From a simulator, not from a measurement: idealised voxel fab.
process module | voxel gate over fins
cross-section cut | 300 nm wide | cells 5 nm
A cross-section is a grid of square cells, given in bands from the top down. A band is one or more rows of cells.
Each band's line starts with the height of the band's top and of its bottom, in nm. Then come its materials from left to right, each with its width in nm. One material with "throughout" fills the band from edge to edge. "air" is empty space.
Height 0 is the level under which the wafer as received is all one material. The lowest band goes on downwards, as in "0 down".
A width such as "30 to 40" changes by the same amount from each row of cells to the next, from the band's top row to its bottom row.
"no change" after a step means that no cell of the cross-section changed.
closed voids: empty space of 8 cells or more with no open way to the top, each as width x height at its distance from the left edge, in nm
after a step's settings: what the simulator itself notes on the step
overlay nm, on a step with a mask: how far to the right of its planned place the mask lay; to the left if negative
plan
1 op RECEIVE | material Si
2 op CONFORMAL_DEP | material SiN | thk nm 10
3 op PATTERN | tone cover | mask id FINS | material resist | width nm 15 | pitch nm 45 | thk nm 20 | overlay nm 0
4 op DIRECTIONAL_ETCH | etch materials SiN | depth nm 10
5 op DIRECTIONAL_ETCH | etch materials Si | depth nm 40
6 op STRIP | etch materials resist
7 op OXIDIZE | depth nm 5
8 op FILL_DEP | material SiO2 | thk nm 5
9 op CMP | height nm 10
10 op SELECTIVE_ETCH | etch materials SiO2 | depth nm 20
11 op STRIP | etch materials SiN
12 op CONFORMAL_DEP | material HfO2 | thk nm 5
13 op CONFORMAL_DEP | material TiN | thk nm 5
14 op CONFORMAL_DEP | material TiAl | thk nm 5
15 op CONFORMAL_DEP | material TiN | thk nm 5
16 op FILL_DEP | material W | thk nm 10
17 op CMP | height nm 25
18 op CONFORMAL_DEP | material SiN | thk nm 5
as received, after step 1
  0 down: Si throughout
  closed voids: none
a wafer at the end: this start, this plan, one mistake
  30 to 25: SiN throughout
  25 to 20: W throughout
  20 to 15: W 105 | TiN 90 | W 105
  15 to 10: W 105 | TiN 5 | SiO2 35 | TiN 10 | SiO2 35 | TiN 5 | W 105
  10 to 5: TiN 110 | SiO2 5 | TiN 25 | SiO2 5 | TiN 10 | SiO2 5 | TiN 25 | SiO2 5 | TiN 110
  5 to 0: SiO2 115 | TiN 5 | HfO2 15 | TiN 5 | SiO2 20 | TiN 5 | HfO2 15 | TiN 5 | SiO2 115
  0 to -5: TiN 120 | HfO2 5 | Si 5 | HfO2 5 | TiN 30 | HfO2 5 | Si 5 | HfO2 5 | TiN 120
  -5 to -10: HfO2 125 | Si 5 | HfO2 40 | Si 5 | HfO2 125
  -10 to -45: SiO2 125 | Si 5 | SiO2 40 | Si 5 | SiO2 125
  -45 down: Si throughout
  closed voids: none
what went wrong: step 14 ran as: op CONFORMAL_DEP | material SiO2 | thk nm 5
